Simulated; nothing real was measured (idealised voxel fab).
process module | voxel gate over fins
cross-section cut | 255 nm wide | cells 5 nm
A cross-section is a grid of square cells, given in bands from the top down. A band is one or more rows of cells.
Each band's line starts with the height of the band's top and of its bottom, in nm. Then come its materials from left to right, each with its width in nm. One material with "throughout" fills the band from edge to edge. "air" is empty space.
Height 0 is the level under which the wafer as received is all one material. The lowest band goes on downwards, as in "0 down".
A width such as "30 to 40" changes by the same amount from each row of cells to the next, from the band's top row to its bottom row.
"no change" after a step means that no cell of the cross-section changed.
closed voids: empty space of 8 cells or more with no open way to the top, each as width x height at its distance from the left edge, in nm
after a step's settings: what the simulator itself notes on the step
overlay nm, on a step with a mask: how far to the right of its planned place the mask lay; to the left if negative
plan
1 op RECEIVE | material Si
2 op CONFORMAL_DEP | material SiN | thk nm 10
3 op DIRECTIONAL_DEP | material aC | thk nm 10
4 op PATTERN | tone cover | mask id FINS | material resist | width nm 15 | pitch nm 50 | thk nm 30 | overlay nm 0
5 op DIRECTIONAL_ETCH | etch materials aC | depth nm 10
6 op STRIP | etch materials resist
7 op DIRECTIONAL_ETCH | etch materials SiN | depth nm 10
8 op DIRECTIONAL_ETCH | etch materials Si | depth nm 35
9 op STRIP | etch materials aC
10 op OXIDIZE | depth nm 5
11 op FILL_DEP | material SiO2 | thk nm 5
12 op CMP | height nm 10
13 op DIRECTIONAL_DEP | material aC | thk nm 15
14 op PATTERN | tone open | mask id RAIL | material resist | width nm 15 | thk nm 35 | overlay nm -15
15 op DIRECTIONAL_ETCH | etch materials aC | depth nm 15
16 op STRIP | etch materials resist
17 op DIRECTIONAL_ETCH | etch materials SiO2 | depth nm 40
18 op STRIP | etch materials aC
19 op CONFORMAL_DEP | material TiN | thk nm 5
20 op FILL_DEP | material Ru | thk nm 10
21 op CMP | height nm 10
22 op SELECTIVE_ETCH | etch materials W Ru TiN | depth nm 35
23 op FILL_DEP | material SiO2 | thk nm 5
24 op CMP | height nm 10
25 op SELECTIVE_ETCH | etch materials SiO2 | depth nm 25
26 op STRIP | etch materials SiN
27 op CONFORMAL_DEP | material HfO2 | thk nm 5
28 op CONFORMAL_DEP | material TiN | thk nm 5
29 op CONFORMAL_DEP | material TiAl | thk nm 5
30 op CONFORMAL_DEP | material TiN | thk nm 5
31 op FILL_DEP | material W | thk nm 10
32 op CMP | height nm 25
33 op CONFORMAL_DEP | material SiCN | thk nm 10
varied across the wafers: overlay nm of step 14. The plan shows the first wafer's value. All wafers start alike
first wafer as received, after step 1
  0 down: Si throughout
  closed voids: none
first wafer at the end, after step 33
  35 to 25: SiCN throughout
  25 to 20: W throughout
  20 to 15: W 55 | TiN 45 | W 5 | TiN 45 | W 5 | TiN 45 | W 55
  15 to 10: W 55 | TiN 5 | TiAl 35 | TiN 5 | W 5 | TiN 5 | TiAl 35 | TiN 5 | W 5 | TiN 5 | TiAl 35 | TiN 5 | W 55
  10 to 5: W 55 | TiN 5 | TiAl 5 | TiN 25 | TiAl 5 | TiN 5 | W 5 | TiN 5 | TiAl 5 | TiN 25 | TiAl 5 | TiN 5 | W 5 | TiN 5 | TiAl 5 | TiN 25 | TiAl 5 | TiN 5 | W 55
  5 to 0: TiN 60 | TiAl 5 | TiN 5 | HfO2 15 | TiN 5 | TiAl 5 | TiN 15 | TiAl 5 | TiN 5 | HfO2 15 | TiN 5 | TiAl 5 | TiN 15 | TiAl 5 | TiN 5 | HfO2 15 | TiN 5 | TiAl 5 | TiN 60
  0 to -5: TiAl 65 | TiN 5 | HfO2 5 | Si 5 | HfO2 5 | TiN 5 | TiAl 25 | TiN 5 | HfO2 5 | Si 5 | HfO2 5 | TiN 5 | TiAl 25 | TiN 5 | HfO2 5 | Si 5 | HfO2 5 | TiN 5 | TiAl 65
  -5 to -10: TiN 70 | HfO2 5 | Si 5 | HfO2 5 | TiN 35 | HfO2 5 | Si 5 | HfO2 5 | TiN 35 | HfO2 5 | Si 5 | HfO2 5 | TiN 70
  -10 to -15: HfO2 75 | Si 5 | HfO2 45 | Si 5 | HfO2 45 | Si 5 | HfO2 75
  -15 to -25: SiO2 75 | Si 5 | SiO2 45 | Si 5 | SiO2 45 | Si 5 | SiO2 75
  -25 to -30: SiO2 75 | Si 5 | SiO2 5 | TiN 10 | SiO2 30 | Si 5 | SiO2 45 | Si 5 | SiO2 75
  -30 to -40: SiO2 75 | Si 5 | SiO2 45 | Si 5 | SiO2 45 | Si 5 | SiO2 75
  -40 down: Si throughout
  closed voids: none
last wafer at the end
  35 to 25: SiCN throughout
  25 to 20: W throughout
  20 to 15: W 55 | TiN 45 | W 5 | TiN 45 | W 5 | TiN 45 | W 55
  15 to 10: W 55 | TiN 5 | TiAl 35 | TiN 5 | W 5 | TiN 5 | TiAl 35 | TiN 5 | W 5 | TiN 5 | TiAl 35 | TiN 5 | W 55
  10 to 5: W 55 | TiN 5 | TiAl 5 | TiN 25 | TiAl 5 | TiN 5 | W 5 | TiN 5 | TiAl 5 | TiN 25 | TiAl 5 | TiN 5 | W 5 | TiN 5 | TiAl 5 | TiN 25 | TiAl 5 | TiN 5 | W 55
  5 to 0: TiN 60 | TiAl 5 | TiN 5 | HfO2 15 | TiN 5 | TiAl 5 | TiN 15 | TiAl 5 | TiN 5 | HfO2 15 | TiN 5 | TiAl 5 | TiN 15 | TiAl 5 | TiN 5 | HfO2 15 | TiN 5 | TiAl 5 | TiN 60
  0 to -5: TiAl 65 | TiN 5 | HfO2 5 | Si 5 | HfO2 5 | TiN 5 | TiAl 25 | TiN 5 | HfO2 5 | Si 5 | HfO2 5 | TiN 5 | TiAl 25 | TiN 5 | HfO2 5 | Si 5 | HfO2 5 | TiN 5 | TiAl 65
  -5 to -10: TiN 70 | HfO2 5 | Si 5 | HfO2 5 | TiN 35 | HfO2 5 | Si 5 | HfO2 5 | TiN 35 | HfO2 5 | Si 5 | HfO2 5 | TiN 70
  -10 to -15: HfO2 75 | Si 5 | HfO2 45 | Si 5 | HfO2 45 | Si 5 | HfO2 75
  -15 to -25: SiO2 75 | Si 5 | SiO2 45 | Si 5 | SiO2 45 | Si 5 | SiO2 75
  -25 to -30: SiO2 75 | Si 5 | SiO2 30 | TiN 10 | SiO2 5 | Si 5 | SiO2 45 | Si 5 | SiO2 75
  -30 to -40: SiO2 75 | Si 5 | SiO2 45 | Si 5 | SiO2 45 | Si 5 | SiO2 75
  -40 down: Si throughout
  closed voids: none
each wafer at the end: cells of each material gained (+) or lost (-) since it was received, then its closed voids
overlay nm -15 | +69 HfO2 | -384 Si | +102 SiCN | +238 SiO2 | +69 TiAl | +140 TiN | +123 W | closed voids: none
overlay nm -10 | +69 HfO2 | -384 Si | +102 SiCN | +237 SiO2 | +69 TiAl | +141 TiN | +123 W | closed voids: none
overlay nm -5 | +69 HfO2 | -384 Si | +102 SiCN | +237 SiO2 | +69 TiAl | +141 TiN | +123 W | closed voids: none
overlay nm 0 | +69 HfO2 | -384 Si | +102 SiCN | +237 SiO2 | +69 TiAl | +141 TiN | +123 W | closed voids: none
overlay nm 5 | +69 HfO2 | -384 Si | +102 SiCN | +237 SiO2 | +69 TiAl | +141 TiN | +123 W | closed voids: none
overlay nm 10 | +69 HfO2 | -384 Si | +102 SiCN | +237 SiO2 | +69 TiAl | +141 TiN | +123 W | closed voids: none
overlay nm 15 | +69 HfO2 | -384 Si | +102 SiCN | +238 SiO2 | +69 TiAl | +140 TiN | +123 W | closed voids: none
